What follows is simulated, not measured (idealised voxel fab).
This is a process module. Its name is voxel gate over fins.
This is section cut - it's 265 nm across, gridded in 5 nm square cells.
Reading order for cross-sections: top band down to bottom band. Underlying form: a grid of square cells. Band size: one or more rows of cells. For a band, the entry starts with two heights in nm, that of the top and then that of the bottom, and carries on with the band's materials in order from left to right, each alongside its width in nm; the word "all across" beside a single material means it fills the band edge to edge, and "blank" means empty space. Height 0 is the level under which the wafer as received is all one material. The lowest band goes on downwards, as in "z 0 and below". Per-row width for "30..40": begins at first number (top row of band), ends at second number (bottom row), increment between rows held constant. Key: "left unchanged" - step with no changed cell in the cross-section. Reported under the label "Fully closed voids" are the empty spaces having no open way to the top and comprising 8 cells or more; the notation for each is width x height at distance, in which the distance is measured from the left edge and all three values are in nm. Past the settings on a step's line: simulator remark, on that step. "overlay nm" on a masked step: distance the mask lay right of its planned place, negative for left.
**Steps planned for the process**
1: op RECEIVE | material Si
2: op CONFORMAL_DEP | material SiN | thk nm 10
3: op MASKED_ETCH | tone cover | mask id FINS | width nm 15 | pitch nm 60 | etch materials SiN | depth nm 10 | overlay nm 0
4: op MASKED_ETCH | tone cover | mask id FINS | width nm 15 | pitch nm 60 | etch materials Si | depth nm 40 | overlay nm 0
5: op OXIDIZE | depth nm 5
6: op FILL_DEP | material SiO2 | thk nm 5
7: op CMP | height nm 10
8: op MASKED_ETCH | tone open | mask id RAIL | width nm 15 | etch materials SiO2 | depth nm 45 | overlay nm 0
9: op CONFORMAL_DEP | material TiN | thk nm 5
10: op FILL_DEP | material Ru | thk nm 10
11: op CMP | height nm 10
12: op SELECTIVE_ETCH | etch materials W Ru TiN | depth nm 30
13: op FILL_DEP | material SiO2 | thk nm 5
14: op CMP | height nm 10
15: op SELECTIVE_ETCH | etch materials SiO2 | depth nm 20
16: op STRIP | etch materials SiN
17: op CONFORMAL_DEP | material HfO2 | thk nm 5
18: op CONFORMAL_DEP | material TiN | thk nm 5
19: op CONFORMAL_DEP | material TiAl | thk nm 5
20: op CONFORMAL_DEP | material TiN | thk nm 5
21: op FILL_DEP | material W | thk nm 10
22: op CMP | height nm 25
23: op CONFORMAL_DEP | material SiCN | thk nm 10
**As-received state of the wafer in cross-section, equivalent to post-step 1**
	z 0 and below: Si all across
	Fully closed voids: none
**The plan above was carried out on the starting structure above with one mistake, and this cross-section shows the wafer at the end of the module**
	z 35 to 25: SiCN all across
	z 25 to 20: W: 10; TiN: 5; TiAl: 55; TiN: 5; TiAl: 55; TiN: 5; TiAl: 55; TiN: 5; TiAl: 55; TiN: 5; W: 10
	z 20 to 15: TiN: 15; TiAl: 5; TiN: 45; TiAl: 5; TiN: 5; TiAl: 5; TiN: 45; TiAl: 5; TiN: 5; TiAl: 5; TiN: 45; TiAl: 5; TiN: 5; TiAl: 5; TiN: 45; TiAl: 5; TiN: 15
	z 15 to 10: TiAl: 20; TiN: 5; HfO2: 35; TiN: 5; TiAl: 15; TiN: 5; HfO2: 35; TiN: 5; TiAl: 15; TiN: 5; HfO2: 35; TiN: 5; TiAl: 15; TiN: 5; HfO2: 35; TiN: 5; TiAl: 20
	z 10 to 5: TiN: 25; HfO2: 35; TiN: 25; HfO2: 35; TiN: 25; HfO2: 35; TiN: 25; HfO2: 35; TiN: 25
	z 5 to 0: HfO2 all across
	z 0 to -10: HfO2: 40; Si: 5; HfO2: 55; Si: 5; HfO2: 55; Si: 5; HfO2: 55; Si: 5; HfO2: 40
	z -10 to -20: SiO2: 40; Si: 5; SiO2: 55; Si: 5; SiO2: 55; Si: 5; SiO2: 55; Si: 5; SiO2: 40
	z -20 to -30: SiO2: 40; Si: 5; SiO2: 20; TiN: 5; Ru: 5; TiN: 5; SiO2: 20; Si: 5; SiO2: 55; Si: 5; SiO2: 55; Si: 5; SiO2: 40
	z -30 to -35: SiO2: 40; Si: 5; SiO2: 20; TiN: 15; SiO2: 20; Si: 5; SiO2: 55; Si: 5; SiO2: 55; Si: 5; SiO2: 40
	z -35 to -45: SiO2: 40; Si: 5; SiO2: 55; Si: 5; SiO2: 55; Si: 5; SiO2: 55; Si: 5; SiO2: 40
	z -45 and below: Si all across
	Fully closed voids: none
What was the processing mistake? so step 17 ended up running with a different setting than we planned, it ran as op CONFORMAL_DEP | material HfO2 | thk nm 15
